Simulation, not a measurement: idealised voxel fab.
process module | voxel transistor to metal
cross-section cut | 200 nm wide | cells 5 nm
A cross-section is a grid of square cells, given in bands from the top down. A band is one or more rows of cells.
Each band's line starts with the height of the band's top and of its bottom, in nm. Then come its materials from left to right, each with its width in nm. One material with "throughout" fills the band from edge to edge. "air" is empty space.
Height 0 is the level under which the wafer as received is all one material. The lowest band goes on downwards, as in "0 down".
A width such as "30 to 40" changes by the same amount from each row of cells to the next, from the band's top row to its bottom row.
"no change" after a step means that no cell of the cross-section changed.
closed voids: empty space of 8 cells or more with no open way to the top, each as width x height at its distance from the left edge, in nm
after a step's settings: what the simulator itself notes on the step
overlay nm, on a step with a mask: how far to the right of its planned place the mask lay; to the left if negative
plan
1 op RECEIVE | material Si
2 op CONFORMAL_DEP | material SiO2 | thk nm 5
3 op CONFORMAL_DEP | material SiN | thk nm 15
4 op PATTERN | tone cover | mask id ACTIVE | material resist | width nm 100 | thk nm 15 | overlay nm 0
5 op DIRECTIONAL_ETCH | etch materials SiN | depth nm 15
6 op DIRECTIONAL_ETCH | etch materials SiO2 | depth nm 5
7 op DIRECTIONAL_ETCH | etch materials Si | depth nm 30
8 op STRIP | etch materials resist
9 op OXIDIZE | depth nm 5
10 op FILL_DEP | material SiO2 | thk nm 5
11 op CMP | height nm 20
12 op SELECTIVE_ETCH | etch materials SiO2 | depth nm 15
13 op STRIP | etch materials SiN
14 op SELECTIVE_ETCH | etch materials SiO2 | depth nm 5
15 op OXIDIZE | depth nm 5
16 op DIRECTIONAL_DEP | material polySi | thk nm 20
17 op DIRECTIONAL_DEP | material SiCN | thk nm 15
18 op PATTERN | tone cover | mask id GATE | material resist | width nm 20 | thk nm 20 | overlay nm 0
19 op DIRECTIONAL_ETCH | etch materials SiCN | depth nm 25
20 op DIRECTIONAL_ETCH | etch materials polySi | depth nm 30
21 op STRIP | etch materials resist
22 op CONFORMAL_DEP | material SiO2 | thk nm 5
23 op DIRECTIONAL_ETCH | etch materials SiO2 | depth nm 5
24 op CONFORMAL_DEP | material SiN | thk nm 5
25 op DIRECTIONAL_ETCH | etch materials SiN | depth nm 5
26 op DIRECTIONAL_ETCH | etch materials SiO2 | depth nm 5
27 op DIRECTIONAL_ETCH | etch materials Si | depth nm 10
28 op EPI | material pSi | thk nm 15
29 op FILL_DEP | material SiO2 | thk nm 5
30 op CMP | height nm 35
31 op DIRECTIONAL_DEP | material SiO2 | thk nm 10
32 op DIRECTIONAL_DEP | material aC | thk nm 15
33 op PATTERN | tone open | mask id CONTACT | material resist | width nm 30 | pitch nm 60 | thk nm 30 | overlay nm 0
34 op DIRECTIONAL_ETCH | etch materials aC | depth nm 15
35 op STRIP | etch materials resist
36 op DIRECTIONAL_ETCH | etch materials SiO2 | depth nm 45
37 op STRIP | etch materials aC
38 op CONFORMAL_DEP | material TiN | thk nm 5
39 op FILL_DEP | material Ru | thk nm 10
40 op CMP | height nm 45
41 op DIRECTIONAL_DEP | material TiN | thk nm 5
42 op DIRECTIONAL_DEP | material W | thk nm 15
43 op PATTERN | tone cover | mask id METAL_1 | material resist | width nm 20 | pitch nm 70 | thk nm 15 | overlay nm 0
44 op DIRECTIONAL_ETCH | etch materials W | depth nm 15
45 op DIRECTIONAL_ETCH | etch materials TiN | depth nm 5
46 op STRIP | etch materials resist
47 op FILL_DEP | material lowk | thk nm 5
48 op CMP | height nm 65
49 op CONFORMAL_DEP | material SiCN | thk nm 5
50 op DIRECTIONAL_DEP | material lowk | thk nm 30
51 op MASKED_ETCH | tone open | mask id METAL_2_HOLES | width nm 15 | pitch nm 70 | etch materials lowk | depth nm 30 | overlay nm 0
52 op MASKED_ETCH | tone open | mask id METAL_2 | width nm 20 | pitch nm 70 | etch materials lowk | depth nm 20 | overlay nm 0
53 op MASKED_ETCH | tone open | mask id METAL_2 | width nm 20 | pitch nm 70 | etch materials SiCN | depth nm 5 | overlay nm 0
54 op CONFORMAL_DEP | material TiN | thk nm 5
55 op FILL_DEP | material Ru | thk nm 5
56 op CMP | height nm 100
57 op CONFORMAL_DEP | material SiN | thk nm 5
first wafer, as planned
as received, after step 1
  0 down: Si throughout
  closed voids: none
after step 2
  5 to 0: SiO2 throughout
  below 0: unchanged
after step 3
  20 to 5: SiN throughout
  below 5: unchanged
after step 4
  35 to 20: air 50 | resist 100 | air 50
  below 20: unchanged
after step 5
  35 to 20: air 50 | resist 100 | air 50
  20 to 5: air 50 | SiN 100 | air 50
  below 5: unchanged
after step 6
  35 to 20: air 50 | resist 100 | air 50
  20 to 5: air 50 | SiN 100 | air 50
  5 to 0: air 50 | SiO2 100 | air 50
  below 0: unchanged
after step 7
  35 to 20: air 50 | resist 100 | air 50
  20 to 5: air 50 | SiN 100 | air 50
  5 to 0: air 50 | SiO2 100 | air 50
  0 to -30: air 50 | Si 100 | air 50
  below -30: unchanged
after step 8
  20 to 5: air 50 | SiN 100 | air 50
  below 5: unchanged
after step 9
  20 to 5: air 50 | SiN 100 | air 50
  5 to 0: air 50 | SiO2 100 | air 50
  0 to -30: air 50 | SiO2 5 | Si 90 | SiO2 5 | air 50
  -30 to -35: SiO2 55 | Si 90 | SiO2 55
  below -35: unchanged
after step 10
  25 to 20: SiO2 throughout
  20 to 5: SiO2 50 | SiN 100 | SiO2 50
  5 to 0: SiO2 throughout
  0 to -35: SiO2 55 | Si 90 | SiO2 55
  below -35: unchanged
after step 11
  20 to 5: SiO2 50 | SiN 100 | SiO2 50
  below 5: unchanged
after step 12
  20 to 5: air 50 | SiN 100 | air 50
  below 5: unchanged
after step 13
  5 to 0: SiO2 throughout
  below 0: unchanged
after step 14
  0 to -35: SiO2 55 | Si 90 | SiO2 55
  below -35: unchanged
after step 15
  0 to -5: SiO2 throughout
  below -5: unchanged
after step 16
  20 to 0: polySi throughout
  below 0: unchanged
after step 17
  35 to 20: SiCN throughout
  below 20: unchanged
after step 18
  55 to 35: air 90 | resist 20 | air 90
  below 35: unchanged
after step 19
  55 to 35: air 90 | resist 20 | air 90
  35 to 20: air 90 | SiCN 20 | air 90
  below 20: unchanged
after step 20
  55 to 35: air 90 | resist 20 | air 90
  35 to 20: air 90 | SiCN 20 | air 90
  20 to 0: air 90 | polySi 20 | air 90
  below 0: unchanged
after step 21
  35 to 20: air 90 | SiCN 20 | air 90
  below 20: unchanged
after step 22
  40 to 35: air 85 | SiO2 30 | air 85
  35 to 20: air 85 | SiO2 5 | SiCN 20 | SiO2 5 | air 85
  20 to 5: air 85 | SiO2 5 | polySi 20 | SiO2 5 | air 85
  5 to 0: SiO2 90 | polySi 20 | SiO2 90
  below 0: unchanged
after step 23
  35 to 20: air 85 | SiO2 5 | SiCN 20 | SiO2 5 | air 85
  20 to 0: air 85 | SiO2 5 | polySi 20 | SiO2 5 | air 85
  below 0: unchanged
after step 24
  40 to 35: air 80 | SiN 40 | air 80
  35 to 20: air 80 | SiN 5 | SiO2 5 | SiCN 20 | SiO2 5 | SiN 5 | air 80
  20 to 5: air 80 | SiN 5 | SiO2 5 | polySi 20 | SiO2 5 | SiN 5 | air 80
  5 to 0: SiN 85 | SiO2 5 | polySi 20 | SiO2 5 | SiN 85
  below 0: unchanged
after step 25
  35 to 20: air 80 | SiN 5 | SiO2 5 | SiCN 20 | SiO2 5 | SiN 5 | air 80
  20 to 0: air 80 | SiN 5 | SiO2 5 | polySi 20 | SiO2 5 | SiN 5 | air 80
  below 0: unchanged
after step 26
  35 to 30: air 80 | SiN 5 | air 5 | SiCN 20 | air 5 | SiN 5 | air 80
  30 to 20: air 80 | SiN 5 | SiO2 5 | SiCN 20 | SiO2 5 | SiN 5 | air 80
  20 to 0: air 80 | SiN 5 | SiO2 5 | polySi 20 | SiO2 5 | SiN 5 | air 80
  0 to -5: air 80 | SiO2 40 | air 80
  below -5: unchanged
after step 27
  35 to 30: air 80 | SiN 5 | air 5 | SiCN 20 | air 5 | SiN 5 | air 80
  30 to 20: air 80 | SiN 5 | SiO2 5 | SiCN 20 | SiO2 5 | SiN 5 | air 80
  20 to 0: air 80 | SiN 5 | SiO2 5 | polySi 20 | SiO2 5 | SiN 5 | air 80
  0 to -5: air 80 | SiO2 40 | air 80
  -5 to -15: SiO2 55 | air 25 | Si 40 | air 25 | SiO2 55
  below -15: unchanged
after step 28
  35 to 30: air 80 | SiN 5 | air 5 | SiCN 20 | air 5 | SiN 5 | air 80
  30 to 20: air 80 | SiN 5 | SiO2 5 | SiCN 20 | SiO2 5 | SiN 5 | air 80
  20 to 10: air 80 | SiN 5 | SiO2 5 | polySi 20 | SiO2 5 | SiN 5 | air 80
  10 to 0: air 65 | pSi 15 | SiN 5 | SiO2 5 | polySi 20 | SiO2 5 | SiN 5 | pSi 15 | air 65
  0 to -5: air 50 | pSi 30 | SiO2 40 | pSi 30 | air 50
  -5 to -15: SiO2 55 | pSi 25 | Si 40 | pSi 25 | SiO2 55
  below -15: unchanged
after step 29
  40 to 35: SiO2 throughout
  35 to 20: SiO2 80 | SiN 5 | SiO2 5 | SiCN 20 | SiO2 5 | SiN 5 | SiO2 80
  20 to 10: SiO2 80 | SiN 5 | SiO2 5 | polySi 20 | SiO2 5 | SiN 5 | SiO2 80
  10 to 0: SiO2 65 | pSi 15 | SiN 5 | SiO2 5 | polySi 20 | SiO2 5 | SiN 5 | pSi 15 | SiO2 65
  0 to -5: SiO2 50 | pSi 30 | SiO2 40 | pSi 30 | SiO2 50
  below -5: unchanged
after step 30
  35 to 20: SiO2 80 | SiN 5 | SiO2 5 | SiCN 20 | SiO2 5 | SiN 5 | SiO2 80
  below 20: unchanged
after step 31
  45 to 35: SiO2 throughout
  below 35: unchanged
after step 32
  60 to 45: aC throughout
  below 45: unchanged
after step 33
  90 to 60: resist 55 | air 30 | resist 30 | air 30 | resist 55
  below 60: unchanged
after step 34
  75 to 60: resist 55 | air 30 | resist 30 | air 30 | resist 55
  60 to 45: aC 55 | air 30 | aC 30 | air 30 | aC 55
  below 45: unchanged
after step 35
  60 to 45: aC 55 | air 30 | aC 30 | air 30 | aC 55
  below 45: unchanged
after step 36
  60 to 45: aC 55 | air 30 | aC 30 | air 30 | aC 55
  45 to 35: SiO2 55 | air 30 | SiO2 30 | air 30 | SiO2 55
  35 to 20: SiO2 55 | air 25 | SiN 5 | SiO2 5 | SiCN 20 | SiO2 5 | SiN 5 | air 25 | SiO2 55
  20 to 10: SiO2 55 | air 25 | SiN 5 | SiO2 5 | polySi 20 | SiO2 5 | SiN 5 | air 25 | SiO2 55
  10 to 0: SiO2 55 | air 10 | pSi 15 | SiN 5 | SiO2 5 | polySi 20 | SiO2 5 | SiN 5 | pSi 15 | air 10 | SiO2 55
  below 0: unchanged
after step 37
  45 to 35: SiO2 55 | air 30 | SiO2 30 | air 30 | SiO2 55
  below 35: unchanged
after step 38
  50 to 45: TiN 60 | air 20 | TiN 40 | air 20 | TiN 60
  45 to 35: SiO2 55 | TiN 5 | air 20 to 15 | TiN 5 to 10 | SiO2 30 | TiN 5 to 10 | air 20 to 15 | TiN 5 | SiO2 55
  35 to 20: SiO2 55 | TiN 5 | air 15 | TiN 5 | SiN 5 | SiO2 5 | SiCN 20 | SiO2 5 | SiN 5 | TiN 5 | air 15 | TiN 5 | SiO2 55
  20 to 15: SiO2 55 | TiN 5 | air 15 | TiN 5 | SiN 5 | SiO2 5 | polySi 20 | SiO2 5 | SiN 5 | TiN 5 | air 15 | TiN 5 | SiO2 55
  15 to 10: SiO2 55 | TiN 25 | SiN 5 | SiO2 5 | polySi 20 | SiO2 5 | SiN 5 | TiN 25 | SiO2 55
  10 to 0: SiO2 55 | TiN 10 | pSi 15 | SiN 5 | SiO2 5 | polySi 20 | SiO2 5 | SiN 5 | pSi 15 | TiN 10 | SiO2 55
  below 0: unchanged
after step 39
  60 to 50: Ru throughout
  50 to 45: TiN 60 | Ru 20 | TiN 40 | Ru 20 | TiN 60
  45 to 35: SiO2 55 | TiN 5 | Ru 20 to 15 | TiN 5 to 10 | SiO2 30 | TiN 5 to 10 | Ru 20 to 15 | TiN 5 | SiO2 55
  35 to 20: SiO2 55 | TiN 5 | Ru 15 | TiN 5 | SiN 5 | SiO2 5 | SiCN 20 | SiO2 5 | SiN 5 | TiN 5 | Ru 15 | TiN 5 | SiO2 55
  20 to 15: SiO2 55 | TiN 5 | Ru 15 | TiN 5 | SiN 5 | SiO2 5 | polySi 20 | SiO2 5 | SiN 5 | TiN 5 | Ru 15 | TiN 5 | SiO2 55
  below 15: unchanged
after step 40
  45 to 35: SiO2 55 | TiN 5 | Ru 20 to 15 | TiN 5 to 10 | SiO2 30 | TiN 5 to 10 | Ru 20 to 15 | TiN 5 | SiO2 55
  below 35: unchanged
after step 41
  50 to 45: TiN throughout
  below 45: unchanged
after step 42
  65 to 50: W throughout
  below 50: unchanged
after step 43
  80 to 65: air 55 | resist 20 | air 50 | resist 20 | air 55
  below 65: unchanged
after step 44
  80 to 65: air 55 | resist 20 | air 50 | resist 20 | air 55
  65 to 50: air 55 | W 20 | air 50 | W 20 | air 55
  below 50: unchanged
after step 45
  80 to 65: air 55 | resist 20 | air 50 | resist 20 | air 55
  65 to 50: air 55 | W 20 | air 50 | W 20 | air 55
  50 to 45: air 55 | TiN 20 | air 50 | TiN 20 | air 55
  below 45: unchanged
after step 46
  65 to 50: air 55 | W 20 | air 50 | W 20 | air 55
  below 50: unchanged
after step 47
  70 to 65: lowk throughout
  65 to 50: lowk 55 | W 20 | lowk 50 | W 20 | lowk 55
  50 to 45: lowk 55 | TiN 20 | lowk 50 | TiN 20 | lowk 55
  below 45: unchanged
after step 48
  65 to 50: lowk 55 | W 20 | lowk 50 | W 20 | lowk 55
  below 50: unchanged
after step 49
  70 to 65: SiCN throughout
  below 65: unchanged
after step 50
  100 to 70: lowk throughout
  below 70: unchanged
after step 51
  100 to 70: lowk 55 | air 15 | lowk 55 | air 15 | lowk 60
  below 70: unchanged
after step 52
  100 to 80: lowk 55 | air 20 | lowk 50 | air 20 | lowk 55
  below 80: unchanged
after step 53
  100 to 80: lowk 55 | air 20 | lowk 50 | air 20 | lowk 55
  80 to 70: lowk 55 | air 15 | lowk 55 | air 15 | lowk 60
  70 to 65: SiCN 55 | air 15 | SiCN 55 | air 15 | SiCN 60
  below 65: unchanged
after step 54
  105 to 100: TiN 60 | air 10 | TiN 60 | air 10 | TiN 60
  100 to 85: lowk 55 | TiN 5 | air 10 | TiN 5 | lowk 50 | TiN 5 | air 10 | TiN 5 | lowk 55
  85 to 80: lowk 55 | TiN 5 | air 5 | TiN 10 | lowk 50 | TiN 5 | air 5 | TiN 10 | lowk 55
  80 to 70: lowk 55 | TiN 5 | air 5 | TiN 5 | lowk 55 | TiN 5 | air 5 | TiN 5 | lowk 60
  70 to 65: SiCN 55 | TiN 15 | SiCN 55 | TiN 15 | SiCN 60
  below 65: unchanged
after step 55
  110 to 105: Ru throughout
  105 to 100: TiN 60 | Ru 10 | TiN 60 | Ru 10 | TiN 60
  100 to 85: lowk 55 | TiN 5 | Ru 10 | TiN 5 | lowk 50 | TiN 5 | Ru 10 | TiN 5 | lowk 55
  85 to 80: lowk 55 | TiN 5 | Ru 5 | TiN 10 | lowk 50 | TiN 5 | Ru 5 | TiN 10 | lowk 55
  80 to 70: lowk 55 | TiN 5 | Ru 5 | TiN 5 | lowk 55 | TiN 5 | Ru 5 | TiN 5 | lowk 60
  below 70: unchanged
after step 56
  100 to 85: lowk 55 | TiN 5 | Ru 10 | TiN 5 | lowk 50 | TiN 5 | Ru 10 | TiN 5 | lowk 55
  below 85: unchanged
after step 57
  105 to 100: SiN throughout
  below 100: unchanged
second wafer: like start, like plan, one mistake. Through step 3 it matches the first wafer
when step 4 should have ended
  35 to 20: air 40 | resist 100 | air 60
  below 20: unchanged
when step 5 should have ended
  35 to 20: air 40 | resist 100 | air 60
  20 to 5: air 40 | SiN 100 | air 60
  below 5: unchanged
when step 6 should have ended
  35 to 20: air 40 | resist 100 | air 60
  20 to 5: air 40 | SiN 100 | air 60
  5 to 0: air 40 | SiO2 100 | air 60
  below 0: unchanged
when step 7 should have ended
  35 to 20: air 40 | resist 100 | air 60
  20 to 5: air 40 | SiN 100 | air 60
  5 to 0: air 40 | SiO2 100 | air 60
  0 to -30: air 40 | Si 100 | air 60
  below -30: unchanged
when step 8 should have ended
  20 to 5: air 40 | SiN 100 | air 60
  below 5: unchanged
when step 9 should have ended
  20 to 5: air 40 | SiN 100 | air 60
  5 to 0: air 40 | SiO2 100 | air 60
  0 to -30: air 40 | SiO2 5 | Si 90 | SiO2 5 | air 60
  -30 to -35: SiO2 45 | Si 90 | SiO2 65
  below -35: unchanged
when step 10 should have ended
  25 to 20: SiO2 throughout
  20 to 5: SiO2 40 | SiN 100 | SiO2 60
  5 to 0: SiO2 throughout
  0 to -35: SiO2 45 | Si 90 | SiO2 65
  below -35: unchanged
when step 11 should have ended
  20 to 5: SiO2 40 | SiN 100 | SiO2 60
  below 5: unchanged
when step 12 should have ended
  20 to 5: air 40 | SiN 100 | air 60
  below 5: unchanged
when step 13 should have ended
  5 to 0: SiO2 throughout
  below 0: unchanged
when step 14 should have ended
  0 to -35: SiO2 45 | Si 90 | SiO2 65
  below -35: unchanged
when step 15 should have ended
  0 to -5: SiO2 throughout
  below -5: unchanged
when step 16 should have ended
  20 to 0: polySi throughout
  below 0: unchanged
when step 17 should have ended
  35 to 20: SiCN throughout
  below 20: unchanged
when step 18 should have ended
  55 to 35: air 90 | resist 20 | air 90
  below 35: unchanged
when step 19 should have ended
  55 to 35: air 90 | resist 20 | air 90
  35 to 20: air 90 | SiCN 20 | air 90
  below 20: unchanged
when step 20 should have ended
  55 to 35: air 90 | resist 20 | air 90
  35 to 20: air 90 | SiCN 20 | air 90
  20 to 0: air 90 | polySi 20 | air 90
  below 0: unchanged
when step 21 should have ended
  35 to 20: air 90 | SiCN 20 | air 90
  below 20: unchanged
when step 22 should have ended
  40 to 35: air 85 | SiO2 30 | air 85
  35 to 20: air 85 | SiO2 5 | SiCN 20 | SiO2 5 | air 85
  20 to 5: air 85 | SiO2 5 | polySi 20 | SiO2 5 | air 85
  5 to 0: SiO2 90 | polySi 20 | SiO2 90
  below 0: unchanged
when step 23 should have ended
  35 to 20: air 85 | SiO2 5 | SiCN 20 | SiO2 5 | air 85
  20 to 0: air 85 | SiO2 5 | polySi 20 | SiO2 5 | air 85
  below 0: unchanged
when step 24 should have ended
  40 to 35: air 80 | SiN 40 | air 80
  35 to 20: air 80 | SiN 5 | SiO2 5 | SiCN 20 | SiO2 5 | SiN 5 | air 80
  20 to 5: air 80 | SiN 5 | SiO2 5 | polySi 20 | SiO2 5 | SiN 5 | air 80
  5 to 0: SiN 85 | SiO2 5 | polySi 20 | SiO2 5 | SiN 85
  below 0: unchanged
when step 25 should have ended
  35 to 20: air 80 | SiN 5 | SiO2 5 | SiCN 20 | SiO2 5 | SiN 5 | air 80
  20 to 0: air 80 | SiN 5 | SiO2 5 | polySi 20 | SiO2 5 | SiN 5 | air 80
  below 0: unchanged
when step 26 should have ended
  35 to 30: air 80 | SiN 5 | air 5 | SiCN 20 | air 5 | SiN 5 | air 80
  30 to 20: air 80 | SiN 5 | SiO2 5 | SiCN 20 | SiO2 5 | SiN 5 | air 80
  20 to 0: air 80 | SiN 5 | SiO2 5 | polySi 20 | SiO2 5 | SiN 5 | air 80
  0 to -5: air 80 | SiO2 40 | air 80
  below -5: unchanged
when step 27 should have ended
  35 to 30: air 80 | SiN 5 | air 5 | SiCN 20 | air 5 | SiN 5 | air 80
  30 to 20: air 80 | SiN 5 | SiO2 5 | SiCN 20 | SiO2 5 | SiN 5 | air 80
  20 to 0: air 80 | SiN 5 | SiO2 5 | polySi 20 | SiO2 5 | SiN 5 | air 80
  0 to -5: air 80 | SiO2 40 | air 80
  -5 to -15: SiO2 45 | air 35 | Si 40 | air 15 | SiO2 65
  below -15: unchanged
when step 28 should have ended
  35 to 30: air 80 | SiN 5 | air 5 | SiCN 20 | air 5 | SiN 5 | air 80
  30 to 20: air 80 | SiN 5 | SiO2 5 | SiCN 20 | SiO2 5 | SiN 5 | air 80
  20 to 10: air 80 | SiN 5 | SiO2 5 | polySi 20 | SiO2 5 | SiN 5 | air 80
  10 to 0: air 65 | pSi 15 | SiN 5 | SiO2 5 | polySi 20 | SiO2 5 | SiN 5 | pSi 15 | air 65
  0 to -5: air 40 | pSi 40 | SiO2 40 | pSi 20 | air 60
  -5 to -15: SiO2 45 | pSi 35 | Si 40 | pSi 15 | SiO2 65
  below -15: unchanged
when step 29 should have ended
  40 to 35: SiO2 throughout
  35 to 20: SiO2 80 | SiN 5 | SiO2 5 | SiCN 20 | SiO2 5 | SiN 5 | SiO2 80
  20 to 10: SiO2 80 | SiN 5 | SiO2 5 | polySi 20 | SiO2 5 | SiN 5 | SiO2 80
  10 to 0: SiO2 65 | pSi 15 | SiN 5 | SiO2 5 | polySi 20 | SiO2 5 | SiN 5 | pSi 15 | SiO2 65
  0 to -5: SiO2 40 | pSi 40 | SiO2 40 | pSi 20 | SiO2 60
  below -5: unchanged
when step 30 should have ended
  35 to 20: SiO2 80 | SiN 5 | SiO2 5 | SiCN 20 | SiO2 5 | SiN 5 | SiO2 80
  below 20: unchanged
when step 31 should have ended
  45 to 35: SiO2 throughout
  below 35: unchanged
when step 32 should have ended
  60 to 45: aC throughout
  below 45: unchanged
when step 33 should have ended
  90 to 60: resist 55 | air 30 | resist 30 | air 30 | resist 55
  below 60: unchanged
when step 34 should have ended
  75 to 60: resist 55 | air 30 | resist 30 | air 30 | resist 55
  60 to 45: aC 55 | air 30 | aC 30 | air 30 | aC 55
  below 45: unchanged
when step 35 should have ended
  60 to 45: aC 55 | air 30 | aC 30 | air 30 | aC 55
  below 45: unchanged
when step 36 should have ended
  60 to 45: aC 55 | air 30 | aC 30 | air 30 | aC 55
  45 to 35: SiO2 55 | air 30 | SiO2 30 | air 30 | SiO2 55
  35 to 20: SiO2 55 | air 25 | SiN 5 | SiO2 5 | SiCN 20 | SiO2 5 | SiN 5 | air 25 | SiO2 55
  20 to 10: SiO2 55 | air 25 | SiN 5 | SiO2 5 | polySi 20 | SiO2 5 | SiN 5 | air 25 | SiO2 55
  10 to 0: SiO2 55 | air 10 | pSi 15 | SiN 5 | SiO2 5 | polySi 20 | SiO2 5 | SiN 5 | pSi 15 | air 10 | SiO2 55
  below 0: unchanged
when step 37 should have ended
  45 to 35: SiO2 55 | air 30 | SiO2 30 | air 30 | SiO2 55
  below 35: unchanged
when step 38 should have ended
  50 to 45: TiN 60 | air 20 | TiN 40 | air 20 | TiN 60
  45 to 35: SiO2 55 | TiN 5 | air 20 to 15 | TiN 5 to 10 | SiO2 30 | TiN 5 to 10 | air 20 to 15 | TiN 5 | SiO2 55
  35 to 20: SiO2 55 | TiN 5 | air 15 | TiN 5 | SiN 5 | SiO2 5 | SiCN 20 | SiO2 5 | SiN 5 | TiN 5 | air 15 | TiN 5 | SiO2 55
  20 to 15: SiO2 55 | TiN 5 | air 15 | TiN 5 | SiN 5 | SiO2 5 | polySi 20 | SiO2 5 | SiN 5 | TiN 5 | air 15 | TiN 5 | SiO2 55
  15 to 10: SiO2 55 | TiN 25 | SiN 5 | SiO2 5 | polySi 20 | SiO2 5 | SiN 5 | TiN 25 | SiO2 55
  10 to 0: SiO2 55 | TiN 10 | pSi 15 | SiN 5 | SiO2 5 | polySi 20 | SiO2 5 | SiN 5 | pSi 15 | TiN 10 | SiO2 55
  below 0: unchanged
when step 39 should have ended
  60 to 50: Ru throughout
  50 to 45: TiN 60 | Ru 20 | TiN 40 | Ru 20 | TiN 60
  45 to 35: SiO2 55 | TiN 5 | Ru 20 to 15 | TiN 5 to 10 | SiO2 30 | TiN 5 to 10 | Ru 20 to 15 | TiN 5 | SiO2 55
  35 to 20: SiO2 55 | TiN 5 | Ru 15 | TiN 5 | SiN 5 | SiO2 5 | SiCN 20 | SiO2 5 | SiN 5 | TiN 5 | Ru 15 | TiN 5 | SiO2 55
  20 to 15: SiO2 55 | TiN 5 | Ru 15 | TiN 5 | SiN 5 | SiO2 5 | polySi 20 | SiO2 5 | SiN 5 | TiN 5 | Ru 15 | TiN 5 | SiO2 55
  below 15: unchanged
when step 40 should have ended
  45 to 35: SiO2 55 | TiN 5 | Ru 20 to 15 | TiN 5 to 10 | SiO2 30 | TiN 5 to 10 | Ru 20 to 15 | TiN 5 | SiO2 55
  below 35: unchanged
when step 41 should have ended
  50 to 45: TiN throughout
  below 45: unchanged
when step 42 should have ended
  65 to 50: W throughout
  below 50: unchanged
when step 43 should have ended
  80 to 65: air 55 | resist 20 | air 50 | resist 20 | air 55
  below 65: unchanged
when step 44 should have ended
  80 to 65: air 55 | resist 20 | air 50 | resist 20 | air 55
  65 to 50: air 55 | W 20 | air 50 | W 20 | air 55
  below 50: unchanged
when step 45 should have ended
  80 to 65: air 55 | resist 20 | air 50 | resist 20 | air 55
  65 to 50: air 55 | W 20 | air 50 | W 20 | air 55
  50 to 45: air 55 | TiN 20 | air 50 | TiN 20 | air 55
  below 45: unchanged
when step 46 should have ended
  65 to 50: air 55 | W 20 | air 50 | W 20 | air 55
  below 50: unchanged
when step 47 should have ended
  70 to 65: lowk throughout
  65 to 50: lowk 55 | W 20 | lowk 50 | W 20 | lowk 55
  50 to 45: lowk 55 | TiN 20 | lowk 50 | TiN 20 | lowk 55
  below 45: unchanged
when step 48 should have ended
  65 to 50: lowk 55 | W 20 | lowk 50 | W 20 | lowk 55
  below 50: unchanged
when step 49 should have ended
  70 to 65: SiCN throughout
  below 65: unchanged
when step 50 should have ended
  100 to 70: lowk throughout
  below 70: unchanged
when step 51 should have ended
  100 to 70: lowk 55 | air 15 | lowk 55 | air 15 | lowk 60
  below 70: unchanged
when step 52 should have ended
  100 to 80: lowk 55 | air 20 | lowk 50 | air 20 | lowk 55
  below 80: unchanged
when step 53 should have ended
  100 to 80: lowk 55 | air 20 | lowk 50 | air 20 | lowk 55
  80 to 70: lowk 55 | air 15 | lowk 55 | air 15 | lowk 60
  70 to 65: SiCN 55 | air 15 | SiCN 55 | air 15 | SiCN 60
  below 65: unchanged
when step 54 should have ended
  105 to 100: TiN 60 | air 10 | TiN 60 | air 10 | TiN 60
  100 to 85: lowk 55 | TiN 5 | air 10 | TiN 5 | lowk 50 | TiN 5 | air 10 | TiN 5 | lowk 55
  85 to 80: lowk 55 | TiN 5 | air 5 | TiN 10 | lowk 50 | TiN 5 | air 5 | TiN 10 | lowk 55
  80 to 70: lowk 55 | TiN 5 | air 5 | TiN 5 | lowk 55 | TiN 5 | air 5 | TiN 5 | lowk 60
  70 to 65: SiCN 55 | TiN 15 | SiCN 55 | TiN 15 | SiCN 60
  below 65: unchanged
when step 55 should have ended
  110 to 105: Ru throughout
  105 to 100: TiN 60 | Ru 10 | TiN 60 | Ru 10 | TiN 60
  100 to 85: lowk 55 | TiN 5 | Ru 10 | TiN 5 | lowk 50 | TiN 5 | Ru 10 | TiN 5 | lowk 55
  85 to 80: lowk 55 | TiN 5 | Ru 5 | TiN 10 | lowk 50 | TiN 5 | Ru 5 | TiN 10 | lowk 55
  80 to 70: lowk 55 | TiN 5 | Ru 5 | TiN 5 | lowk 55 | TiN 5 | Ru 5 | TiN 5 | lowk 60
  below 70: unchanged
when step 56 should have ended
  100 to 85: lowk 55 | TiN 5 | Ru 10 | TiN 5 | lowk 50 | TiN 5 | Ru 10 | TiN 5 | lowk 55
  below 85: unchanged
when step 57 should have ended
  105 to 100: SiN throughout
  below 100: unchanged
what went wrong: step 4 ran as: op PATTERN | tone cover | mask id ACTIVE | material resist | width nm 100 | thk nm 15 | overlay nm -10
at the end the second wafer has, in cells: as many of each material as the first, in other places
